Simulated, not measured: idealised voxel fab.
Process module in this document: voxel self aligned vias
Shown is cross-section cut, with a width of 300 nm and square cells of size 5 nm.
For the purposes of this document, a cross-section shall be understood as a grid of square cells, specified as bands listed in top-to-bottom order, each band consisting of one or more rows of cells.
Read a band's entry like this: the first values are the height of its top and the height of its bottom in nm, and what follows is the sequence of materials from left to right, each with its width in nm. Note that "air" is empty space, and that a single material marked "edge to edge" reaches across the band from edge to edge.
Heights from 0 (as-received wafer is one material below). Bottom band endless downward, as "0 nm and below".
Width spec "30 to 40" -> top row of cells at first value, bottom row at second value, equal per-row change in between.
Step marked "nothing changed"? Then no cell in the cross-section changed in it.
The entry "Unvented cavities" lists the empty spaces that cover at least 8 cells and have no open path to the top. Each is written as width x height at distance, where the distance is measured from the left edge and all three values are in nm.
Anything after a step's settings on that line? It's the simulator's own note about the step.
The line of a step may include "overlay nm". On a step with a mask, this value is how far to the right of its planned place the mask lay. A negative value means the mask lay to the left.

## So here's the lineup of process steps we planned
1: RECEIVE [material Si]
2: CONFORMAL_DEP [material SiO2] [thk nm 10]
3: CONFORMAL_DEP [material SiCN] [thk nm 5]
4: DIRECTIONAL_DEP [material SiO2] [thk nm 20]
5: MASKED_ETCH [tone open] [mask id LINES] [width nm 30] [pitch nm 70] [etch materials SiO2] [depth nm 20] [overlay nm 0]
6: CONFORMAL_DEP [material TiN] [thk nm 5]
7: FILL_DEP [material Ru] [thk nm 10]
8: CMP [height nm 35]
9: SELECTIVE_ETCH [etch materials W Ru TiN] [depth nm 5]
10: FILL_DEP [material SiN] [thk nm 10]
11: CMP [height nm 35]
12: DIRECTIONAL_DEP [material SiO2] [thk nm 15]
13: MASKED_ETCH [tone open] [mask id VIAS] [width nm 50] [etch materials SiO2] [depth nm 15] [overlay nm 0]
14: MASKED_ETCH [tone open] [mask id VIAS] [width nm 50] [etch materials SiN] [depth nm 5] [overlay nm 0]
15: CONFORMAL_DEP [material TiN] [thk nm 5]
16: FILL_DEP [material W] [thk nm 5]
17: CMP [height nm 50]
18: CONFORMAL_DEP [material SiCN] [thk nm 5]

## As-received state of the wafer in cross-section, equivalent to post-step 1
  0 nm and below  Si edge to edge
  Unvented cavities: none

## The first of the two wafers as seen in cross-section once the module was finished; processing followed the plan
  55 nm to 50 nm  SiCN edge to edge
  50 nm to 40 nm  SiO2 90, then TiN 5, then W 40, then TiN 5, then SiO2 160
  40 nm to 35 nm  SiO2 90, then TiN 15, then W 20, then TiN 15, then SiO2 160
  35 nm to 30 nm  SiO2 100, then TiN 30, then SiO2 40, then SiN 30, then SiO2 100
  30 nm to 20 nm  SiO2 100, then TiN 5, then Ru 20, then TiN 5, then SiO2 40, then TiN 5, then Ru 20, then TiN 5, then SiO2 100
  20 nm to 15 nm  SiO2 100, then TiN 30, then SiO2 40, then TiN 30, then SiO2 100
  15 nm to 10 nm  SiCN edge to edge
  10 nm to 0 nm  SiO2 edge to edge
  0 nm and below  Si edge to edge
  Unvented cavities: none

## End-of-module cross-section of the second wafer: identical starting point and process plan to the first, with one processing mistake
  55 nm to 50 nm  SiCN edge to edge
  50 nm to 40 nm  SiO2 90, then TiN 5, then W 40, then TiN 5, then SiO2 160
  40 nm to 35 nm  SiO2 90, then TiN 15, then W 20, then TiN 15, then SiO2 160
  35 nm to 30 nm  SiO2 100, then TiN 30, then SiO2 40, then SiN 30, then SiO2 100
  30 nm to 20 nm  SiO2 100, then TiN 5, then Ru 20, then TiN 5, then SiO2 40, then TiN 5, then Ru 20, then TiN 5, then SiO2 100
  20 nm to 15 nm  SiO2 100, then TiN 30, then SiO2 40, then TiN 30, then SiO2 100
  15 nm to 5 nm  SiO2 edge to edge
  5 nm to 0 nm  SiCN edge to edge
  0 nm and below  Si edge to edge
  Unvented cavities: none
Nonconformance to the process plan: order of steps 2 and 3 inverted relative to the plan
Same inventory, different map: at the end, the second wafer holds as many cells of each material as the first, placed elsewhere.
